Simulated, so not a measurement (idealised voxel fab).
Process module heading - voxel transistor to metal
200 nm wide, 5 nm square cells: that's cross-section cut.
Heads up, the way a cross-section reads in here is a grid of square cells, handed over as bands from the top down, with every band being one or more rows of cells. Per band: top height and bottom height in nm, followed by the left-to-right materials and their widths in nm; "all across" marks a single material spanning edge to edge, "blank" marks empty space. Heights from 0 (as-received wafer is one material below). Bottom band endless downward, as "top 0, no bottom". Read "30 to 40" as a graded width: first number on top, second number at the bottom, same change between each pair of neighbouring rows. What does "nothing was modified" mean for a step? It means no cell of the cross-section changed in that step. "Voids, enclosed" specifies each empty space that is not open to the top and that occupies no fewer than 8 cells, using the form width x height at distance, the distance measured from the left edge and all three quantities in nm. On a step's line, text after the settings is the simulator commenting on that step. When a step includes a mask, the "overlay nm" setting on its line states how far to the right of its planned place that mask lay, and negative values state how far to the left.
# This section lists the process steps that were planned
1,RECEIVE: material Si
2,CONFORMAL_DEP: material SiO2, thk nm 5
3,CONFORMAL_DEP: material SiN, thk nm 15
4,PATTERN: tone cover, mask id ACTIVE, material resist, width nm 100, thk nm 15, overlay nm 0
5,DIRECTIONAL_ETCH: etch materials SiN, depth nm 15
6,DIRECTIONAL_ETCH: etch materials SiO2, depth nm 5
7,DIRECTIONAL_ETCH: etch materials Si, depth nm 30
8,STRIP: etch materials resist
9,OXIDIZE: depth nm 5
10,FILL_DEP: material SiO2, thk nm 5
11,CMP: height nm 20
12,SELECTIVE_ETCH: etch materials SiO2, depth nm 15
13,STRIP: etch materials SiN
14,SELECTIVE_ETCH: etch materials SiO2, depth nm 5
15,OXIDIZE: depth nm 5
16,DIRECTIONAL_DEP: material polySi, thk nm 20
17,DIRECTIONAL_DEP: material SiCN, thk nm 15
18,PATTERN: tone cover, mask id GATE, material resist, width nm 20, thk nm 20, overlay nm 0
19,DIRECTIONAL_ETCH: etch materials SiCN, depth nm 25
20,DIRECTIONAL_ETCH: etch materials polySi, depth nm 30
21,STRIP: etch materials resist
22,CONFORMAL_DEP: material SiO2, thk nm 5
23,DIRECTIONAL_ETCH: etch materials SiO2, depth nm 5
24,CONFORMAL_DEP: material SiN, thk nm 5
25,DIRECTIONAL_ETCH: etch materials SiN, depth nm 5
26,DIRECTIONAL_ETCH: etch materials SiO2, depth nm 5
27,DIRECTIONAL_ETCH: etch materials Si, depth nm 10
28,EPI: material pSi, thk nm 15
29,FILL_DEP: material SiO2, thk nm 5
30,CMP: height nm 35
31,DIRECTIONAL_DEP: material SiO2, thk nm 10
32,DIRECTIONAL_DEP: material aC, thk nm 15
33,PATTERN: tone open, mask id CONTACT, material resist, width nm 30, pitch nm 60, thk nm 30, overlay nm 0
34,DIRECTIONAL_ETCH: etch materials aC, depth nm 15
35,STRIP: etch materials resist
36,DIRECTIONAL_ETCH: etch materials SiO2, depth nm 45
37,STRIP: etch materials aC
38,CONFORMAL_DEP: material TiN, thk nm 5
39,FILL_DEP: material Ru, thk nm 10
40,CMP: height nm 45
41,DIRECTIONAL_DEP: material TiN, thk nm 5
42,DIRECTIONAL_DEP: material W, thk nm 15
43,PATTERN: tone cover, mask id METAL_1, material resist, width nm 20, pitch nm 70, thk nm 15, overlay nm 0
44,DIRECTIONAL_ETCH: etch materials W, depth nm 15
45,DIRECTIONAL_ETCH: etch materials TiN, depth nm 5
46,STRIP: etch materials resist
47,FILL_DEP: material lowk, thk nm 5
48,CMP: height nm 65
49,CONFORMAL_DEP: material SiCN, thk nm 5
50,DIRECTIONAL_DEP: material lowk, thk nm 30
51,MASKED_ETCH: tone open, mask id METAL_2_HOLES, width nm 15, pitch nm 70, etch materials lowk, depth nm 30, overlay nm 0
52,MASKED_ETCH: tone open, mask id METAL_2, width nm 20, pitch nm 70, etch materials lowk, depth nm 20, overlay nm 0
53,MASKED_ETCH: tone open, mask id METAL_2, width nm 20, pitch nm 70, etch materials SiCN, depth nm 5, overlay nm 0
54,CONFORMAL_DEP: material TiN, thk nm 5
55,FILL_DEP: material Ru, thk nm 5
56,CMP: height nm 100
57,CONFORMAL_DEP: material SiN, thk nm 5
# Delivered wafer in cross-section: state after step 1
top 0, no bottom | Si all across
Voids, enclosed: none
# Cross-sectional image of the first of two wafers at the end of the module, the run having proceeded as planned
top 105, bottom 100 | SiN all across
top 100, bottom 85 | lowk: 55 | TiN: 5 | Ru: 10 | TiN: 5 | lowk: 50 | TiN: 5 | Ru: 10 | TiN: 5 | lowk: 55
top 85, bottom 80 | lowk: 55 | TiN: 5 | Ru: 5 | TiN: 10 | lowk: 50 | TiN: 5 | Ru: 5 | TiN: 10 | lowk: 55
top 80, bottom 70 | lowk: 55 | TiN: 5 | Ru: 5 | TiN: 5 | lowk: 55 | TiN: 5 | Ru: 5 | TiN: 5 | lowk: 60
top 70, bottom 65 | SiCN: 55 | TiN: 15 | SiCN: 55 | TiN: 15 | SiCN: 60
top 65, bottom 50 | lowk: 55 | W: 20 | lowk: 50 | W: 20 | lowk: 55
top 50, bottom 45 | lowk: 55 | TiN: 20 | lowk: 50 | TiN: 20 | lowk: 55
top 45, bottom 35 | SiO2: 55 | TiN: 5 | Ru: 20 to 15 | TiN: 5 to 10 | SiO2: 30 | TiN: 5 to 10 | Ru: 20 to 15 | TiN: 5 | SiO2: 55
top 35, bottom 20 | SiO2: 55 | TiN: 5 | Ru: 15 | TiN: 5 | SiN: 5 | SiO2: 5 | SiCN: 20 | SiO2: 5 | SiN: 5 | TiN: 5 | Ru: 15 | TiN: 5 | SiO2: 55
top 20, bottom 15 | SiO2: 55 | TiN: 5 | Ru: 15 | TiN: 5 | SiN: 5 | SiO2: 5 | polySi: 20 | SiO2: 5 | SiN: 5 | TiN: 5 | Ru: 15 | TiN: 5 | SiO2: 55
top 15, bottom 10 | SiO2: 55 | TiN: 25 | SiN: 5 | SiO2: 5 | polySi: 20 | SiO2: 5 | SiN: 5 | TiN: 25 | SiO2: 55
top 10, bottom 0 | SiO2: 55 | TiN: 10 | pSi: 15 | SiN: 5 | SiO2: 5 | polySi: 20 | SiO2: 5 | SiN: 5 | pSi: 15 | TiN: 10 | SiO2: 55
top 0, bottom -5 | SiO2: 50 | pSi: 30 | SiO2: 40 | pSi: 30 | SiO2: 50
top -5, bottom -15 | SiO2: 55 | pSi: 25 | Si: 40 | pSi: 25 | SiO2: 55
top -15, bottom -35 | SiO2: 55 | Si: 90 | SiO2: 55
top -35, no bottom | Si all across
Voids, enclosed: none
# Wafer two (of two), end-of-module cross-section: start = wafer one, plan = wafer one, one run mistake
top 105, bottom 100 | SiN all across
top 100, bottom 85 | lowk: 55 | TiN: 5 | Ru: 10 | TiN: 5 | lowk: 50 | TiN: 5 | Ru: 10 | TiN: 5 | lowk: 55
top 85, bottom 80 | lowk: 55 | TiN: 5 | Ru: 5 | TiN: 10 | lowk: 50 | TiN: 5 | Ru: 5 | TiN: 10 | lowk: 55
top 80, bottom 70 | lowk: 55 | TiN: 5 | Ru: 5 | TiN: 5 | lowk: 55 | TiN: 5 | Ru: 5 | TiN: 5 | lowk: 60
top 70, bottom 65 | SiCN: 55 | TiN: 15 | SiCN: 55 | TiN: 15 | SiCN: 60
top 65, bottom 50 | lowk: 55 | W: 20 | lowk: 50 | W: 20 | lowk: 55
top 50, bottom 45 | lowk: 55 | TiN: 20 | lowk: 50 | TiN: 20 | lowk: 55
top 45, bottom 35 | SiO2: 55 | TiN: 5 | Ru: 20 to 15 | TiN: 5 to 10 | SiO2: 30 | TiN: 5 to 10 | Ru: 20 to 15 | TiN: 5 | SiO2: 55
top 35, bottom 20 | SiO2: 55 | TiN: 5 | Ru: 15 | TiN: 5 | SiN: 5 | SiO2: 5 | SiCN: 20 | SiO2: 5 | SiN: 5 | TiN: 5 | Ru: 15 | TiN: 5 | SiO2: 55
top 20, bottom 15 | SiO2: 55 | TiN: 5 | Ru: 15 | TiN: 5 | SiN: 5 | SiO2: 5 | polySi: 20 | SiO2: 5 | SiN: 5 | TiN: 5 | Ru: 15 | TiN: 5 | SiO2: 55
top 15, bottom 10 | SiO2: 55 | TiN: 25 | SiN: 5 | SiO2: 5 | polySi: 20 | SiO2: 5 | SiN: 5 | TiN: 25 | SiO2: 55
top 10, bottom 0 | SiO2: 55 | TiN: 10 | pSi: 15 | SiN: 5 | SiO2: 5 | polySi: 20 | SiO2: 5 | SiN: 5 | pSi: 15 | TiN: 10 | SiO2: 55
top 0, bottom -5 | SiO2: 55 | pSi: 25 | SiO2: 40 | pSi: 30 | SiO2: 50
top -5, bottom -15 | SiO2: 60 | pSi: 20 | Si: 40 | pSi: 25 | SiO2: 55
top -15, bottom -35 | SiO2: 60 | Si: 85 | SiO2: 55
top -35, no bottom | Si all across
Voids, enclosed: none
In executing the process, a mistake was made relative to the plan: in deviation from the planned setting, step 4 was conducted as PATTERN: tone cover, mask id ACTIVE, material resist, width nm 95, thk nm 15, overlay nm 0
End of process, cell counts, second wafer against first, materials with more or fewer: Si: 4 fewer; SiO2: 7 more; pSi: 3 fewer
